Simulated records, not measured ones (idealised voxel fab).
process module | voxel capacitor over wiring
cross-section cut | 220 nm wide | cells 5 nm
A cross-section is written here as square cells arranged in a grid, and it is given in bands from the top down, each band taking up one or more rows of cells.
Each band's line starts with the height of the band's top and of its bottom, in nm. Then come its materials from left to right, each with its width in nm. One material with "edge to edge" fills the band from edge to edge. "blank" is empty space.
Convention: height 0 is the level below which the wafer, as received, is all one material. The lowest band does not terminate at the bottom but continues downward, represented as "0 -> down".
With a width like "30 to 40", each row of cells in the band differs from the next by the same amount, the top row carrying the first number and the bottom row the second.
"nothing changed", as given for a step, is the statement that not any cell of the cross-section underwent a change during that step.
The label "Enclosed void catalog" introduces a list of the empty spaces, 8 cells or larger, that have no open way up to the top; each entry in it reads width x height at distance, where the distance is taken from the left edge and all three are stated in nm.
Note: text after step settings on the step line = simulator remark on that step.
"overlay nm" on a masked step: distance the mask lay right of its planned place, negative for left.

-- The steps planned for the process are as follows
step 1: RECEIVE: material Si
step 2: CONFORMAL_DEP: material SiO2, thk nm 10
step 3: DIRECTIONAL_DEP: material TiN, thk nm 5
step 4: DIRECTIONAL_DEP: material Ru, thk nm 15
step 5: DIRECTIONAL_DEP: material aC, thk nm 15
step 6: PATTERN: tone cover, mask id METAL_1, material resist, width nm 30, pitch nm 90, thk nm 35, overlay nm 0
step 7: DIRECTIONAL_ETCH: etch materials aC, depth nm 15
step 8: STRIP: etch materials resist
step 9: DIRECTIONAL_ETCH: etch materials Ru, depth nm 15
step 10: DIRECTIONAL_ETCH: etch materials TiN, depth nm 5
step 11: STRIP: etch materials aC
step 12: CONFORMAL_DEP: material SiN, thk nm 5
step 13: FILL_DEP: material lowk, thk nm 5
step 14: CMP: height nm 30
step 15: CONFORMAL_DEP: material SiCN, thk nm 5
step 16: DIRECTIONAL_DEP: material SiO2, thk nm 10
step 17: PATTERN: tone open, mask id PLUG_1, material resist, width nm 15, thk nm 15, overlay nm -15
step 18: DIRECTIONAL_ETCH: etch materials SiO2, depth nm 10
step 19: DIRECTIONAL_ETCH: etch materials SiCN, depth nm 5
step 20: STRIP: etch materials resist
step 21: CONFORMAL_DEP: material TiN, thk nm 5
step 22: FILL_DEP: material Cu, thk nm 5
step 23: CMP: height nm 45
step 24: DIRECTIONAL_DEP: material TiN, thk nm 10
step 25: DIRECTIONAL_DEP: material SiN, thk nm 5
step 26: DIRECTIONAL_DEP: material TiN, thk nm 5
step 27: MASKED_ETCH: tone cover, mask id UPPER_PLATE, width nm 65, etch materials TiN, depth nm 5, overlay nm 0
step 28: MASKED_ETCH: tone cover, mask id UPPER_PLATE, width nm 65, etch materials SiN, depth nm 5, overlay nm 0
step 29: DIRECTIONAL_DEP: material aC, thk nm 15
step 30: PATTERN: tone cover, mask id LOWER_PLATE, material resist, width nm 75, thk nm 35, overlay nm 0
step 31: DIRECTIONAL_ETCH: etch materials aC, depth nm 15
step 32: STRIP: etch materials resist
step 33: DIRECTIONAL_ETCH: etch materials TiN, depth nm 10
step 34: STRIP: etch materials aC
step 35: FILL_DEP: material SiO2, thk nm 15
step 36: CMP: height nm 75
step 37: MASKED_ETCH: tone open, mask id PLUG_2, width nm 15, etch materials SiO2, depth nm 10, overlay nm 0
step 38: CONFORMAL_DEP: material TiN, thk nm 5
step 39: FILL_DEP: material Ru, thk nm 5
step 40: CMP: height nm 75
step 41: CONFORMAL_DEP: material SiCN, thk nm 5
Quick note for whoever runs this: the wafers start identical, but the overlay nm at step 17 isn't the same across them. The plan just shows what the first wafer had.

-- Here's the first of the wafers in cross-section, just as we got it, i.e. after step 1
0 -> down = Si edge to edge
Enclosed void catalog: none

-- End of module, by wafer: material-by-material cell gain (+) or loss (-) since receipt, then closed voids
overlay nm -15, +2 Cu, +37 Ru, +85 SiCN, +57 SiN, +372 SiO2, +67 TiN, +84 lowk, Enclosed void catalog: none
overlay nm -10, +2 Cu, +37 Ru, +85 SiCN, +57 SiN, +372 SiO2, +67 TiN, +84 lowk, Enclosed void catalog: none
overlay nm -5, +2 Cu, +37 Ru, +85 SiCN, +57 SiN, +372 SiO2, +67 TiN, +84 lowk, Enclosed void catalog: none
overlay nm 0, +2 Cu, +37 Ru, +85 SiCN, +57 SiN, +372 SiO2, +67 TiN, +84 lowk, Enclosed void catalog: none
overlay nm 5, +2 Cu, +37 Ru, +85 SiCN, +57 SiN, +372 SiO2, +67 TiN, +84 lowk, Enclosed void catalog: none
overlay nm 10, +2 Cu, +37 Ru, +85 SiCN, +57 SiN, +372 SiO2, +67 TiN, +84 lowk, Enclosed void catalog: none
overlay nm 15, +2 Cu, +37 Ru, +85 SiCN, +57 SiN, +372 SiO2, +67 TiN, +84 lowk, Enclosed void catalog: none
